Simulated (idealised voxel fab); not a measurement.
Process module heading - voxel self aligned contacts
It is cross-section cut that appears here, measuring 285 nm in width, its square cells being 5 nm in size.
Cross-section layout: square cells on a grid; listed as bands, top to bottom; a band spans one or more cell rows. First you get the band's top height and its bottom height, in nm, and then the materials it's made of, left to right, with each width in nm. If you see a single material with "everywhere", that one covers the band edge to edge. "blank" is empty space. Measure heights from 0. That's the level where, below it, the as-received wafer is all one material. The lowest band is bottomless and extends downward; write it as in "0 and below". So if you see something like "30->40" for the width, read it as the top row of the band sitting at the first number and the bottom row at the second, with every row in between moving by the same amount as the last. "nothing different", as given for a step, is the statement that not any cell of the cross-section underwent a change during that step. Enclosed voids (no open way to top), threshold 8 cells or more, entry "Trapped cavities", notation width x height at distance, distance from left edge, nm. On a step's line, text after the settings is the simulator commenting on that step. The setting "overlay nm" may be written on the line of a step. When the step uses a mask, the value reports how far to the right of the planned place the mask lay, and a negative value reports that it lay to the left.

**Process steps (planned)**
| 1 | RECEIVE,material Si |
| 2 | OXIDIZE,depth nm 5 |
| 3 | DIRECTIONAL_DEP,material polySi,thk nm 30 |
| 4 | DIRECTIONAL_DEP,material SiN,thk nm 20 |
| 5 | MASKED_ETCH,tone cover,mask id GATE,width nm 15,pitch nm 70,etch materials SiN,depth nm 20,overlay nm 0 |
| 6 | MASKED_ETCH,tone cover,mask id GATE,width nm 25,pitch nm 70,etch materials polySi,depth nm 30,overlay nm 0 |
| 7 | CONFORMAL_DEP,material SiN,thk nm 10 |
| 8 | DIRECTIONAL_ETCH,etch materials SiN,depth nm 10 |
| 9 | FILL_DEP,material SiO2,thk nm 20 |
| 10 | CMP,height nm 60 |
| 11 | DIRECTIONAL_DEP,material aC,thk nm 10 |
| 12 | PATTERN,tone open,mask id CONTACT,material resist,width nm 55,pitch nm 70,thk nm 30,overlay nm 0 |
| 13 | DIRECTIONAL_ETCH,etch materials aC,depth nm 10 |
| 14 | STRIP,etch materials resist |
| 15 | DIRECTIONAL_ETCH,etch materials SiO2,depth nm 65 |
| 16 | STRIP,etch materials aC |
| 17 | CONFORMAL_DEP,material TiN,thk nm 5 |
| 18 | FILL_DEP,material W,thk nm 10 |
| 19 | CMP,height nm 60 |
| 20 | CONFORMAL_DEP,material SiN,thk nm 5 |
Split variable: width nm, step 5. Plan value = first wafer. Wafers start alike.

**first wafer as received, after step 1**
	0 and below  Si everywhere
	Trapped cavities: none

**End of the module, past its last step, step 20: how the first of several wafers looks in cross-section**
	65 down to 60  SiN everywhere
	60 down to 50  80 SiO2, then 5->15 TiN, then 45->25 W, then 5->15 TiN, then 15 SiO2, then 5->15 TiN, then 45->25 W, then 5->15 TiN, then 80 SiO2
	50 down to 35  55 SiO2, then 35 SiN, then 5 TiN, then 25 W, then 5 TiN, then 35 SiN, then 5 TiN, then 25 W, then 5 TiN, then 35 SiN, then 55 SiO2
	35 down to 30  55 SiO2, then 35 SiN, then 10 TiN, then 15 W, then 10 TiN, then 35 SiN, then 10 TiN, then 15 W, then 10 TiN, then 35 SiN, then 55 SiO2
	30 down to 0  50 SiO2, then 10 SiN, then 25 polySi, then 10 SiN, then 5 TiN, then 15 W, then 5 TiN, then 10 SiN, then 25 polySi, then 10 SiN, then 5 TiN, then 15 W, then 5 TiN, then 10 SiN, then 25 polySi, then 10 SiN, then 50 SiO2
	0 down to -5  95 SiO2, then 25 TiN, then 45 SiO2, then 25 TiN, then 95 SiO2
	-5 and below  Si everywhere
	Trapped cavities: none

**Cross-sectional view, end of module, last wafer of several**
	65 down to 60  SiN everywhere
	60 down to 55  80 SiO2, then 5 TiN, then 45 W, then 5 TiN, then 15 SiO2, then 5 TiN, then 45 W, then 5 TiN, then 80 SiO2
	55 down to 50  80 SiO2, then 55 TiN, then 15 SiO2, then 55 TiN, then 80 SiO2
	50 down to 30  45 SiO2, then 60 SiN, then 10 TiN, then 60 SiN, then 10 TiN, then 60 SiN, then 40 SiO2
	30 down to 0  45 SiO2, then 10 SiN, then 40 polySi, then 10 SiN, then 10 TiN, then 10 SiN, then 40 polySi, then 10 SiN, then 10 TiN, then 10 SiN, then 40 polySi, then 10 SiN, then 40 SiO2
	0 down to -5  105 SiO2, then 10 TiN, then 60 SiO2, then 10 TiN, then 100 SiO2
	-5 and below  Si everywhere
	Trapped cavities: none

**wafer rows; end of module; cells per material since receipt: (+) gained, (-) lost; then closed voids**
width nm 15, -57 Si, +213 SiN, +325 SiO2, +70 TiN, +100 W, +90 polySi, Trapped cavities: none
width nm 20, -57 Si, +225 SiN, +321 SiO2, +70 TiN, +92 W, +90 polySi, Trapped cavities: none
width nm 25, -57 Si, +237 SiN, +317 SiO2, +70 TiN, +84 W, +90 polySi, Trapped cavities: none
width nm 30, -57 Si, +249 SiN, +309 SiO2, +70 TiN, +62 W, +108 polySi, Trapped cavities: none
width nm 35, -57 Si, +261 SiN, +301 SiO2, +70 TiN, +40 W, +126 polySi, Trapped cavities: none
width nm 40, -57 Si, +273 SiN, +293 SiO2, +70 TiN, +18 W, +144 polySi, Trapped cavities: none
